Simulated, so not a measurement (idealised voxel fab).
Process module name: voxel trench capacitor
The cross-section on display is named cut; it measures 285 nm wide, and its cells are 5 nm squares.
Cross-section = grid of square cells, listed top down in bands; band = one or more rows.
Read a band's entry like this: the first values are the height of its top and the height of its bottom in nm, and what follows is the sequence of materials from left to right, each with its width in nm. Note that "air" is empty space, and that a single material marked "full width" reaches across the band from edge to edge.
Beneath 0, the wafer as received is one material, and that level is where height counting begins. The lowest band goes on downward without a bottom; it is written like "0 and below".
When a width is written as two numbers, as in "30->40", the first number is the width in the top row of cells of the band and the second is the width in its bottom row, and the width changes by the same amount from each row to the next.
For the purposes of this document, the phrase "stayed the same" attached to a step denotes that no cell within the cross-section was modified by that step.
"Catalogued sealed voids": sealed empty spaces, 8 cells or more, no open way to top, listed width x height at distance, with distance from the left edge and width, height and distance in nm.
after a step's settings: what the simulator itself notes on the step
Steps that use a mask can have "overlay nm" on their line. It says how far the mask sat to the right of where it was meant to be. Negative means to the left.
The following list gives the planned process steps
- 1: op RECEIVE | material Si
- 2: op CONFORMAL_DEP | material SiN | thk nm 5
- 3: op MASKED_ETCH | tone open | mask id TRENCH | width nm 20 | pitch nm 45 | etch materials SiN | depth nm 5 | overlay nm 0
- 4: op MASKED_ETCH | tone open | mask id TRENCH | width nm 20 | pitch nm 45 | etch materials Si | depth nm 25 | overlay nm 0
- 5: op CONFORMAL_DEP | material SiO2 | thk nm 5
- 6: op FILL_DEP | material polySi | thk nm 5
- 7: op CMP | height nm 5
First wafer, two in total, run as planned
Cross-section of the incoming wafer, state after step 1
	0 and below  Si full width
	Catalogued sealed voids: none
You're looking at a cross-section of the wafer after step 2
	5 down to 0  SiN full width
	At heights below 0, the structure remains unaltered.
You're looking at a cross-section of the wafer after step 3
	5 down to 0  SiN (85), air (20), SiN (25), air (20), SiN (25), air (20), SiN (90)
	At heights below 0, the structure remains unaltered.
You're looking at a cross-section of the wafer after step 4
	5 down to 0  SiN (85), air (20), SiN (25), air (20), SiN (25), air (20), SiN (90)
	0 down to -25  Si (85), air (20), Si (25), air (20), Si (25), air (20), Si (90)
	At heights below -25, the structure remains unaltered.
You're looking at a cross-section of the wafer after step 5
	10 down to 5  SiO2 (90), air (10), SiO2 (35), air (10), SiO2 (35), air (10), SiO2 (95)
	5 down to 0  SiN (85), SiO2 (5), air (10), SiO2 (5), SiN (25), SiO2 (5), air (10), SiO2 (5), SiN (25), SiO2 (5), air (10), SiO2 (5), SiN (90)
	0 down to -20  Si (85), SiO2 (5), air (10), SiO2 (5), Si (25), SiO2 (5), air (10), SiO2 (5), Si (25), SiO2 (5), air (10), SiO2 (5), Si (90)
	-20 down to -25  Si (85), SiO2 (20), Si (25), SiO2 (20), Si (25), SiO2 (20), Si (90)
	At heights below -25, the structure remains unaltered.
You're looking at a cross-section of the wafer after step 6
	15 down to 10  polySi full width
	10 down to 5  SiO2 (90), polySi (10), SiO2 (35), polySi (10), SiO2 (35), polySi (10), SiO2 (95)
	5 down to 0  SiN (85), SiO2 (5), polySi (10), SiO2 (5), SiN (25), SiO2 (5), polySi (10), SiO2 (5), SiN (25), SiO2 (5), polySi (10), SiO2 (5), SiN (90)
	0 down to -20  Si (85), SiO2 (5), polySi (10), SiO2 (5), Si (25), SiO2 (5), polySi (10), SiO2 (5), Si (25), SiO2 (5), polySi (10), SiO2 (5), Si (90)
	At heights below -20, the structure remains unaltered.
You're looking at a cross-section of the wafer after step 7
	5 down to 0  SiN (85), SiO2 (5), polySi (10), SiO2 (5), SiN (25), SiO2 (5), polySi (10), SiO2 (5), SiN (25), SiO2 (5), polySi (10), SiO2 (5), SiN (90)
	At heights below 0, the structure remains unaltered.
Second wafer - shared start and plan with the first - one error in running - same as the first up to step 2 inclusive
Second wafer cross-section, taken as of the time the plan sets for step 3 to be done
	5 down to 0  SiN (75), air (20), SiN (25), air (20), SiN (25), air (20), SiN (100)
	At heights below 0, the structure remains unaltered.
Second wafer cross-section, taken as of the time the plan sets for step 4 to be done
	5 down to 0  SiN (75), air (20), SiN (25), air (20), SiN (25), air (20), SiN (100)
	0 down to -25  Si (85), air (10), Si (35), air (10), Si (35), air (10), Si (100)
	At heights below -25, the structure remains unaltered.
Second wafer cross-section, taken as of the time the plan sets for step 5 to be done
	10 down to 5  SiO2 (80), air (10), SiO2 (35), air (10), SiO2 (35), air (10), SiO2 (105)
	5 down to 0  SiN (75), SiO2 (20), SiN (25), SiO2 (20), SiN (25), SiO2 (20), SiN (100)
	0 down to -25  Si (85), SiO2 (10), Si (35), SiO2 (10), Si (35), SiO2 (10), Si (100)
	At heights below -25, the structure remains unaltered.
Second wafer cross-section, taken as of the time the plan sets for step 6 to be done
	15 down to 10  polySi full width
	10 down to 5  SiO2 (80), polySi (10), SiO2 (35), polySi (10), SiO2 (35), polySi (10), SiO2 (105)
	At heights below 5, the structure remains unaltered.
Second wafer cross-section, taken as of the time the plan sets for step 7 to be done
	5 down to 0  SiN (75), SiO2 (20), SiN (25), SiO2 (20), SiN (25), SiO2 (20), SiN (100)
	At heights below 0, the structure remains unaltered.
Which mistake was made when the wafer was run? step 3 ran differently from the plan; actual operation with settings: op MASKED_ETCH | tone open | mask id TRENCH | width nm 20 | pitch nm 45 | etch materials SiN | depth nm 5 | overlay nm -10
Counted in cells at the end, the second wafer holds more or fewer of these materials than the first: Si: 30 more, polySi: 30 fewer
